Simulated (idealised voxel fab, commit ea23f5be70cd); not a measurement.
process module | voxel ribs on slabs
cross-section cut | 155 nm wide | cells 5 nm
A cross-section is a grid of square cells, given in bands from the top down. A band is one or more rows of cells.
Each band's line starts with the height of the band's top and of its bottom, in nm. Then come its materials from left to right, each with its width in nm. One material with "throughout" fills the band from edge to edge. "air" is empty space.
Height 0 is the level under which the wafer as received is all one material. The lowest band goes on downwards, as in "0 down".
A width such as "30 to 40" changes by the same amount from each row of cells to the next, from the band's top row to its bottom row.
"no change" after a step means that no cell of the cross-section changed.
closed voids: empty space of 8 cells or more with no open way to the top, each as width x height at its distance from the left edge, in nm
after a step's settings: what the simulator itself notes on the step
overlay nm, on a step with a mask: how far to the right of its planned place the mask lay; to the left if negative
plan
1 op RECEIVE | material Si
2 op DIRECTIONAL_DEP | material SiO2 | thk nm 20
3 op DIRECTIONAL_DEP | material SiN | thk nm 15
4 op DIRECTIONAL_DEP | material aC | thk nm 10
5 op PATTERN | tone cover | mask id RIB | material resist | width nm 20 | thk nm 30 | overlay nm 0
6 op DIRECTIONAL_ETCH | etch materials aC | depth nm 10
7 op STRIP | etch materials resist
8 op DIRECTIONAL_ETCH | etch materials SiN | depth nm 10
9 op STRIP | etch materials aC
10 op DIRECTIONAL_DEP | material aC | thk nm 15
11 op PATTERN | tone cover | mask id SLAB | material resist | width nm 90 | thk nm 35 | overlay nm 0
12 op DIRECTIONAL_ETCH | etch materials aC | depth nm 15
13 op STRIP | etch materials resist
14 op DIRECTIONAL_ETCH | etch materials SiN | depth nm 5
15 op STRIP | etch materials aC
16 op FILL_DEP | material SiO2 | thk nm 25
17 op CMP | height nm 50
18 op DIRECTIONAL_DEP | material W | thk nm 10
19 op DIRECTIONAL_DEP | material aC | thk nm 15
20 op PATTERN | tone cover | mask id HEATER | material resist | width nm 40 | thk nm 35 | overlay nm 0
21 op DIRECTIONAL_ETCH | etch materials aC | depth nm 15
22 op STRIP | etch materials resist
23 op DIRECTIONAL_ETCH | etch materials W | depth nm 10
24 op STRIP | etch materials aC
25 op CONFORMAL_DEP | material SiN | thk nm 10
varied across the wafers: width nm of step 5. The plan shows the first wafer's value. All wafers start alike
first wafer as received, after step 1
  0 down: Si throughout
  closed voids: none
each wafer at the end: cells of each material gained (+) or lost (-) since it was received, then its closed voids
width nm 20 | +96 SiN | +284 SiO2 | +16 W | closed voids: none
width nm 25 | +98 SiN | +282 SiO2 | +16 W | closed voids: none
width nm 30 | +100 SiN | +280 SiO2 | +16 W | closed voids: none
width nm 35 | +102 SiN | +278 SiO2 | +16 W | closed voids: none
width nm 40 | +104 SiN | +276 SiO2 | +16 W | closed voids: none
width nm 45 | +106 SiN | +274 SiO2 | +16 W | closed voids: none
